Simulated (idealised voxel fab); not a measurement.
Name of the process module below: voxel self aligned contacts
For reference, the cross-section in this document is cut, with width 210 nm and square cells of 5 nm.
Cross-sections here: square-cell grids, written as top-down lists of bands, a band being one or more rows of cells.
Band: top height; bottom height; in nm. Then, left to right: material with width in nm, for each material. "edge to edge": a single material spanning edge to edge. "empty": empty space.
It should be noted that heights are counted from 0, beneath which the wafer as supplied is of one material throughout, and that the lowest band possesses no lower boundary but continues downward, as written in "0 down".
A two-number width, for instance "30..40", indicates that the width is equal to the first number in the top row of the band and to the second number in the bottom row, and that it changes by a constant amount per row of cells.
For the purposes of this document, the phrase "identical to before" attached to a step denotes that no cell within the cross-section was modified by that step.
"Completely enclosed voids" contains a list of empty spaces, each no smaller than 8 cells and without an open way to the top, written in the form width x height at distance with the distance from the left edge and all three in nm.
Heads up: the bit after the settings on a step's line is the simulator's remark on that step.
overlay nm: mask right of planned place by this much (step with mask). Neg. = left.
**The planned process steps are enumerated hereunder**
- 1: RECEIVE | material Si
- 2: OXIDIZE | depth nm 5
- 3: DIRECTIONAL_DEP | material polySi | thk nm 30
- 4: DIRECTIONAL_DEP | material SiN | thk nm 20
- 5: MASKED_ETCH | tone cover | mask id GATE | width nm 15 | pitch nm 60 | etch materials SiN | depth nm 20 | overlay nm 0
- 6: MASKED_ETCH | tone cover | mask id GATE | width nm 25 | pitch nm 60 | etch materials polySi | depth nm 30 | overlay nm 0
- 7: CONFORMAL_DEP | material SiN | thk nm 10
- 8: DIRECTIONAL_ETCH | etch materials SiN | depth nm 10
- 9: FILL_DEP | material SiO2 | thk nm 15
- 10: CMP | height nm 60
- 11: MASKED_ETCH | tone open | mask id CONTACT | width nm 45 | etch materials SiO2 | depth nm 65 | overlay nm 0
- 12: CONFORMAL_DEP | material TiN | thk nm 5
- 13: FILL_DEP | material W | thk nm 10
- 14: CMP | height nm 60
- 15: CONFORMAL_DEP | material SiN | thk nm 5
For this document, wafers share an identical start and vary in the step 5 width nm; the plan quotes the first wafer's value.
**First wafer of several, as received: cross-section after step 1**
0 down: Si edge to edge
Completely enclosed voids: none
**The rows of the table below are wafers. Looking at the end of the module, a row counts, for every material, the cells the wafer has gained, shown as (+), or lost, shown as (-), since it was received; its closed voids come next**
width nm 15 | -42 Si | +146 SiN | +323 SiO2 | +33 TiN | +26 W | +60 polySi | Completely enclosed voids: none
width nm 20 | -42 Si | +154 SiN | +319 SiO2 | +33 TiN | +22 W | +60 polySi | Completely enclosed voids: none
width nm 25 | -42 Si | +162 SiN | +315 SiO2 | +33 TiN | +18 W | +60 polySi | Completely enclosed voids: none
width nm 30 | -42 Si | +170 SiN | +306 SiO2 | +33 TiN | +7 W | +72 polySi | Completely enclosed voids: none
width nm 35 | -42 Si | +178 SiN | +297 SiO2 | +22 TiN | +7 W | +84 polySi | Completely enclosed voids: none
width nm 40 | -42 Si | +186 SiN | +288 SiO2 | +11 TiN | +7 W | +96 polySi | Completely enclosed voids: none
